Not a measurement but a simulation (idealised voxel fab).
Module name: voxel plated lines (process module)
cross-section cut | 190 nm wide | cells 5 nm
Bands, listed from the top down, are how a cross-section gets written in this document; the cross-section itself is a grid of square cells, and a band is one or more rows of them. Basically the band line says how high the top is and how high the bottom is, in nm, and then what's in it from left to right, every material with its width in nm. Empty space shows up as "empty", and if a single material carries "everywhere" it runs the full band edge to edge. Beneath 0, the wafer as received is one material, and that level is where height counting begins. The lowest band goes on downward without a bottom; it is written like "z 0 and below". You'd read "30->40" like this: the band's top row of cells is as wide as the first number, its bottom row is as wide as the second, and going down, every row changes width by the same amount as the row before did. When a step is marked "remains unaltered", none of the cells in the cross-section changed during that step. So "Closed void entries" is basically the list of trapped voids: any empty space of 8 cells or more that can't reach the top through an opening. They're written width x height at distance, the distance being from the left edge, and it's all nm. That trailing text on a step's line, after the settings, is the simulator's own remark on the step. A step line may carry the setting "overlay nm", which, for steps involving a mask, states the distance by which the mask lay to the right of its intended position; negative values denote displacement to the left.

-- The process steps that were planned are listed below
1 RECEIVE (material Si)
2 CONFORMAL_DEP (material Al2O3; thk nm 15)
3 DIRECTIONAL_DEP (material TiN; thk nm 5)
4 PATTERN (tone open; mask id LINES; material resist; width nm 20; pitch nm 40; thk nm 15; overlay nm 0)
5 EPI (material Ru; thk nm 10)
6 STRIP (etch materials resist)
7 DIRECTIONAL_ETCH (etch materials TiN; depth nm 5)
8 CONFORMAL_DEP (material SiCN; thk nm 5)

-- Cross-section of the incoming wafer, state after step 1
    z 0 and below  Si everywhere
    Closed void entries: none

-- Wafer at module end, in section. Began as above, planned as above, run with one mistake
    z 35 to 30  empty 35, then SiCN 120, then empty 35
    z 30 to 20  empty 35, then SiCN 5->10, then Ru 30->20, then SiCN 10->20, then Ru 30->20, then SiCN 10->20, then Ru 30->20, then SiCN 5->10, then empty 35
    z 20 to 15  SiCN 40, then TiN 30, then SiCN 10, then TiN 30, then SiCN 10, then TiN 30, then SiCN 40
    z 15 to 0  Al2O3 everywhere
    z 0 and below  Si everywhere
    Closed void entries: none
Heads up, the wafer didn't run the way we planned it: note that step 4 departed from the planned setting and was carried out as PATTERN (tone open; mask id LINES; material resist; width nm 20; pitch nm 40; thk nm 5; overlay nm 0)
